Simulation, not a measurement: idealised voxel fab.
Process module under the name voxel fin reveal
Square cell edge 5 nm, section width 245 nm, ID cut.
In this document a cross-section is written as a grid of square cells. It is given as a series of bands, listed from the top down, and a band is one or more rows of cells.
What a band's entry tells you: where the top is and where the bottom is, as heights in nm, and after that what lies inside, material by material from left to right, each with its width in nm. Empty space is written as the word "empty", and a single material marked with the word "full width" occupies the band from edge to edge.
For the purposes of this specification, 0 denotes the height below which the wafer in its as-received condition is composed wholly of one material, and the lowermost band, lacking a lower limit, extends downward without end, as expressed in "0..down".
With a width like "30 to 40", each row of cells in the band differs from the next by the same amount, the top row carrying the first number and the bottom row the second.
Where a step carries "nothing got changed", the cross-section came out of it unchanged, cell for cell.
What "Sealed internal cavities" gives you is every empty space of 8 cells or more that is cut off from the top. Each appears as width x height at distance, with the distance taken from the left edge and width, height and distance all in nm.
If you see something after the settings on a step's line, that's the simulator's own remark about that step.
overlay nm: where the mask lay relative to plan, measured to the right, on steps with a mask; negatives go left.
-- Below is the list of planned process steps
1 RECEIVE: material Si
2 CONFORMAL_DEP: material SiN, thk nm 5
3 DIRECTIONAL_DEP: material aC, thk nm 10
4 PATTERN: tone cover, mask id FINS, material resist, width nm 15, pitch nm 40, thk nm 25, overlay nm 0
5 DIRECTIONAL_ETCH: etch materials aC, depth nm 10
6 STRIP: etch materials resist
7 DIRECTIONAL_ETCH: etch materials SiN, depth nm 5
8 DIRECTIONAL_ETCH: etch materials Si, depth nm 35
9 STRIP: etch materials aC
10 OXIDIZE: depth nm 5
11 FILL_DEP: material SiO2, thk nm 5
12 CMP: height nm 5
13 SELECTIVE_ETCH: etch materials SiO2, depth nm 30
14 STRIP: etch materials SiN
-- as received, after step 1
0..down = Si full width
Sealed internal cavities: none
-- Cross-section taken at module completion on the first of two wafers; processed per the plan
0..-25 = 80 of empty  5 of Si  35 of empty  5 of Si  35 of empty  5 of Si  80 of empty
-25..-40 = 80 of SiO2  5 of Si  35 of SiO2  5 of Si  35 of SiO2  5 of Si  80 of SiO2
-40..down = Si full width
Sealed internal cavities: none
-- Here's the second of our two wafers sectioned at module end. Same start as the first, same plan, but one mistake got made running it
0..-40 = 80 of empty  5 of Si  35 of empty  5 of Si  35 of empty  5 of Si  80 of empty
-40..down = Si full width
Sealed internal cavities: none
Against the plan, the run slipped here: step 13 of the plan saw execution twice
Final comparison by cell count, materials where the second wafer has more or fewer than the first: SiO2 -138
